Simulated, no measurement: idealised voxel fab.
process module | voxel fin reveal
cross-section cut | 170 nm wide | cells 5 nm
A cross-section is a grid of square cells, given in bands from the top down. A band is one or more rows of cells.
Each band's line starts with the height of the band's top and of its bottom, in nm. Then come its materials from left to right, each with its width in nm. One material with "throughout" fills the band from edge to edge. "air" is empty space.
Height 0 is the level under which the wafer as received is all one material. The lowest band goes on downwards, as in "0 down".
A width such as "30 to 40" changes by the same amount from each row of cells to the next, from the band's top row to its bottom row.
"no change" after a step means that no cell of the cross-section changed.
closed voids: empty space of 8 cells or more with no open way to the top, each as width x height at its distance from the left edge, in nm
after a step's settings: what the simulator itself notes on the step
overlay nm, on a step with a mask: how far to the right of its planned place the mask lay; to the left if negative
plan
1 op RECEIVE | material Si
2 op CONFORMAL_DEP | material SiN | thk nm 5
3 op PATTERN | tone cover | mask id FINS | material resist | width nm 15 | pitch nm 35 | thk nm 15 | overlay nm 0
4 op DIRECTIONAL_ETCH | etch materials SiN | depth nm 5
5 op DIRECTIONAL_ETCH | etch materials Si | depth nm 40
6 op STRIP | etch materials resist
7 op OXIDIZE | depth nm 5
8 op FILL_DEP | material SiO2 | thk nm 5
9 op CMP | height nm 5
10 op SELECTIVE_ETCH | etch materials SiO2 | depth nm 30
11 op STRIP | etch materials SiN
12 op CONFORMAL_DEP | material HfO2 | thk nm 5
as received, after step 1
  0 down: Si throughout
  closed voids: none
first wafer at the end, as planned
  5 to 0: air 40 | HfO2 15 | air 20 | HfO2 15 | air 20 | HfO2 15 | air 45
  0 to -20: air 40 | HfO2 5 | Si 5 | HfO2 5 | air 20 | HfO2 5 | Si 5 | HfO2 5 | air 20 | HfO2 5 | Si 5 | HfO2 5 | air 45
  -20 to -25: HfO2 45 | Si 5 | HfO2 30 | Si 5 | HfO2 30 | Si 5 | HfO2 50
  -25 to -45: SiO2 45 | Si 5 | SiO2 30 | Si 5 | SiO2 30 | Si 5 | SiO2 50
  -45 down: Si throughout
  closed voids: none
second wafer at the end: like start, like plan, one mistake
  5 to 0: air 40 | HfO2 20 | air 15 | HfO2 20 | air 15 | HfO2 20 | air 40
  0 to -20: air 40 | HfO2 5 | Si 10 | HfO2 5 | air 15 | HfO2 5 | Si 10 | HfO2 5 | air 15 | HfO2 5 | Si 10 | HfO2 5 | air 40
  -20 to -25: HfO2 45 | Si 10 | HfO2 25 | Si 10 | HfO2 25 | Si 10 | HfO2 45
  -25 to -45: SiO2 45 | Si 10 | SiO2 25 | Si 10 | SiO2 25 | Si 10 | SiO2 45
  -45 down: Si throughout
  closed voids: none
what went wrong: step 3 ran as: op PATTERN | tone cover | mask id FINS | material resist | width nm 20 | pitch nm 35 | thk nm 15 | overlay nm 0
at the end the second wafer has, in cells: 27 more of Si | 12 fewer of SiO2
